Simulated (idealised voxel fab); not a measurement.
A process module follows: voxel fin reveal.
Each square cell in cross-section cut measures 5 nm, and the section as a whole is 240 nm wide.
A cross-section in this document is a grid of square cells, and it is written down as bands, the top band listed before the ones below it; a band is made up of one or more rows of cells. Band: top and bottom heights (nm) first, top before bottom; then materials from left to right, widths in nm. "all across" marks a sole material filling the band edge to edge. "empty" denotes empty space. We count height from 0. Below that, the starting wafer is all one material. The lowest band never ends at the bottom but goes on down; see "from 0 down" for how that is written. Note: "30->40" means the width goes from the first number (top row of the band) to the second number (bottom row) in equal steps per row of cells. No cell of the cross-section changed in a step that is given as "nothing got changed". So "Closed void catalog" is basically the list of trapped voids: any empty space of 8 cells or more that can't reach the top through an opening. They're written width x height at distance, the distance being from the left edge, and it's all nm. Formally, on a step line, whatever follows the settings is a remark that the simulator itself makes on the step. The setting "overlay nm" may be written on the line of a step. When the step uses a mask, the value reports how far to the right of the planned place the mask lay, and a negative value reports that it lay to the left.
Below is the list of planned process steps:
step 1: RECEIVE | material Si
step 2: CONFORMAL_DEP | material SiN | thk nm 5
step 3: PATTERN | tone cover | mask id FINS | material resist | width nm 15 | pitch nm 35 | thk nm 15 | overlay nm 0
step 4: DIRECTIONAL_ETCH | etch materials SiN | depth nm 5
step 5: DIRECTIONAL_ETCH | etch materials Si | depth nm 35
step 6: STRIP | etch materials resist
step 7: FILL_DEP | material SiO2 | thk nm 15
step 8: CMP | height nm 5
step 9: SELECTIVE_ETCH | etch materials SiO2 | depth nm 15
step 10: STRIP | etch materials SiN
As-received state of the wafer in cross-section, equivalent to post-step 1:
    from 0 down  Si all across
    Closed void catalog: none
Sectioned view, first of two wafers, at the close of the module, processed as intended in the plan:
    from 0 to -10  60 empty; 15 Si; 20 empty; 15 Si; 20 empty; 15 Si; 20 empty; 15 Si; 60 empty
    from -10 to -35  60 SiO2; 15 Si; 20 SiO2; 15 Si; 20 SiO2; 15 Si; 20 SiO2; 15 Si; 60 SiO2
    from -35 down  Si all across
    Closed void catalog: none
End of module, second wafer, cross-section. Started like the first, planned like the first, run with one mistake:
    from 5 to 0  60 empty; 15 SiN; 20 empty; 15 SiN; 20 empty; 15 SiN; 20 empty; 15 SiN; 60 empty
    from 0 to -10  60 empty; 15 Si; 20 empty; 15 Si; 20 empty; 15 Si; 20 empty; 15 Si; 60 empty
    from -10 to -35  60 SiO2; 15 Si; 20 SiO2; 15 Si; 20 SiO2; 15 Si; 20 SiO2; 15 Si; 60 SiO2
    from -35 down  Si all across
    Closed void catalog: none
Run error: step 10 of the plan did not run at all; it was left out
at the end the second wafer has, in cells: 12 more of SiN
